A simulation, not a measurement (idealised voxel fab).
voxel self aligned vias: a process module
285 nm wide, 5 nm square cells: that's cross-section cut.
A cross-section in this document is a grid of square cells, and it is written down as bands, the top band listed before the ones below it; a band is made up of one or more rows of cells. Within each band entry, the heights of the top and of the bottom of the band appear first, in that order and in nm; the materials of the band then follow from left to right, each with its corresponding width in nm. The designation "edge to edge" on a single material indicates that it fills the band from edge to edge; the designation "air" indicates empty space. Zero point of the height axis is 0; under it, received wafer = one material. Lowest band: continues down indefinitely, "top 0, no bottom". Read "30 to 40" as a graded width: first number on top, second number at the bottom, same change between each pair of neighbouring rows. "same as before" -> step changed no cross-section cell. For the entry "Closed voids list", the listed items are empty spaces with no open way to the top whose size is 8 cells or more; each item follows the pattern width x height at distance, where distance is from the left edge and all three are in nm. What comes after the settings on a step's line is commentary from the simulator itself on that step. Steps that use a mask can have "overlay nm" on their line. It says how far the mask sat to the right of where it was meant to be. Negative means to the left.
Below is the list of planned process steps
1: RECEIVE with material Si
2: CONFORMAL_DEP with material SiO2, thk nm 15
3: CONFORMAL_DEP with material SiCN, thk nm 5
4: DIRECTIONAL_DEP with material SiO2, thk nm 20
5: DIRECTIONAL_DEP with material aC, thk nm 15
6: PATTERN with tone open, mask id LINES, material resist, width nm 20, pitch nm 55, thk nm 30, overlay nm 0
7: DIRECTIONAL_ETCH with etch materials aC, depth nm 15
8: STRIP with etch materials resist
9: DIRECTIONAL_ETCH with etch materials SiO2, depth nm 20
10: STRIP with etch materials aC
11: CONFORMAL_DEP with material TiN, thk nm 5
12: FILL_DEP with material Ru, thk nm 5
13: CMP with height nm 40
14: SELECTIVE_ETCH with etch materials W Ru TiN, depth nm 10
15: FILL_DEP with material SiN, thk nm 10
16: CMP with height nm 40
17: DIRECTIONAL_DEP with material SiO2, thk nm 20
18: PATTERN with tone open, mask id VIAS, material resist, width nm 30, thk nm 15, overlay nm 0
19: DIRECTIONAL_ETCH with etch materials SiO2, depth nm 20
20: DIRECTIONAL_ETCH with etch materials SiN, depth nm 10
21: STRIP with etch materials resist
22: CONFORMAL_DEP with material TiN, thk nm 5
23: FILL_DEP with material Cu, thk nm 5
24: CMP with height nm 60
25: CONFORMAL_DEP with material SiCN, thk nm 5
as received, after step 1
- top 0, no bottom  Si edge to edge
- Closed voids list: none
Cross-section, end of module. Start: as above. Plan: as above. Execution: one mistake
- top 65, bottom 60  SiCN edge to edge
- top 60, bottom 45  SiO2 (100) | TiN (5) | Cu (20) | TiN (5) | SiO2 (155)
- top 45, bottom 40  SiO2 (100) | TiN (30) | SiO2 (155)
- top 40, bottom 35  SiCN edge to edge
- top 35, bottom 0  SiO2 edge to edge
- top 0, no bottom  Si edge to edge
- Closed voids list: none
Deviation from plan: plan vs actual: 3 and 4 interchanged
